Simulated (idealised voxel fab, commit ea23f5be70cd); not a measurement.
Proc. module: voxel tone inversion
Cross-section cut: width 190 nm, square cells of 5 nm.
Think of the cross-section as a grid of square cells. We describe it in bands, top to bottom, and each band covers one or more rows of those cells. A band entry consists of two parts. The first gives the height of the band's top and the height of its bottom, in nm. The rest lists the band's materials from left to right, each with its width in nm. A single material labelled with the word "full width" fills the band from edge to edge, and the word "blank" marks empty space. A quick word on heights: they are counted from 0, and under that level the wafer as it came to us is one material throughout. The lowest band is different from the rest in having no bottom; it simply continues downward, written as in "z 0 and below". A two-number width, for instance "30 to 40", indicates that the width is equal to the first number in the top row of the band and to the second number in the bottom row, and that it changes by a constant amount per row of cells. Given "left unchanged" for a step, no cell of the cross-section differs between before and after that step. Voids not open to the top, 8 cells minimum: see "Cavities, sealed". Written width x height at distance; distance is from the left edge; nm. What comes after the settings on a step's line is commentary from the simulator itself on that step. "overlay nm" on a masked step: distance the mask lay right of its planned place, negative for left.

plan:
1) RECEIVE,material Si
2) CONFORMAL_DEP,material SiCN,thk nm 10
3) DIRECTIONAL_DEP,material polySi,thk nm 25
4) PATTERN,tone cover,mask id POSTS,material resist,width nm 25,pitch nm 40,thk nm 35,overlay nm 0
5) DIRECTIONAL_ETCH,etch materials polySi,depth nm 25
6) STRIP,etch materials resist
7) FILL_DEP,material lowk,thk nm 5
8) CMP,height nm 35
9) STRIP,etch materials polySi
10) CONFORMAL_DEP,material TiN,thk nm 5
11) FILL_DEP,material W,thk nm 5
12) CMP,height nm 35
13) CONFORMAL_DEP,material SiCN,thk nm 5

So this is the incoming wafer in cross-section - it's already been through step 1:
	z 0 and below = Si full width
	Cavities, sealed: none

Figure: cross-sectional view of the wafer upon completion of the module, processed from the initial state and according to the plan depicted above, with one error introduced during execution:
	z 40 to 35 = SiCN full width
	z 35 to 15 = 30 of lowk  5 of TiN  15 of W  5 of TiN  15 of lowk  5 of TiN  15 of W  5 of TiN  15 of lowk  5 of TiN  15 of W  5 of TiN  55 of lowk
	z 15 to 10 = 30 of lowk  25 of TiN  15 of lowk  25 of TiN  15 of lowk  25 of TiN  55 of lowk
	z 10 to 0 = SiCN full width
	z 0 and below = Si full width
	Cavities, sealed: none
Misprocessing identified: in deviation from the planned setting, step 4 was conducted as PATTERN,tone cover,mask id POSTS,material resist,width nm 25,pitch nm 40,thk nm 35,overlay nm -10
